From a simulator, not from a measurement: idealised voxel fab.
process module | voxel plated lines
cross-section cut | 180 nm wide | cells 5 nm
A cross-section is a grid of square cells, given in bands from the top down. A band is one or more rows of cells.
Each band's line starts with the height of the band's top and of its bottom, in nm. Then come its materials from left to right, each with its width in nm. One material with "throughout" fills the band from edge to edge. "air" is empty space.
Height 0 is the level under which the wafer as received is all one material. The lowest band goes on downwards, as in "0 down".
A width such as "30 to 40" changes by the same amount from each row of cells to the next, from the band's top row to its bottom row.
"no change" after a step means that no cell of the cross-section changed.
closed voids: empty space of 8 cells or more with no open way to the top, each as width x height at its distance from the left edge, in nm
after a step's settings: what the simulator itself notes on the step
overlay nm, on a step with a mask: how far to the right of its planned place the mask lay; to the left if negative
plan
1 op RECEIVE | material Si
2 op CONFORMAL_DEP | material SiN | thk nm 10
3 op DIRECTIONAL_DEP | material TiN | thk nm 5
4 op PATTERN | tone open | mask id LINES | material resist | width nm 15 | pitch nm 40 | thk nm 30 | overlay nm 0
5 op EPI | material Ru | thk nm 10
6 op EPI | material Ru | thk nm 10
7 op STRIP | etch materials resist
8 op DIRECTIONAL_ETCH | etch materials TiN | depth nm 5
9 op CONFORMAL_DEP | material SiCN | thk nm 10
varied across the wafers: width nm of step 4. The plan shows the first wafer's value. All wafers start alike
first wafer as received, after step 1
  0 down: Si throughout
  closed voids: none
each wafer at the end: cells of each material gained (+) or lost (-) since it was received, then its closed voids
width nm 15 | +48 Ru | +152 SiCN | +72 SiN | +12 TiN | closed voids: none
width nm 20 | +64 Ru | +152 SiCN | +72 SiN | +16 TiN | closed voids: none
width nm 25 | +80 Ru | +137 SiCN | +72 SiN | +20 TiN | closed voids: none
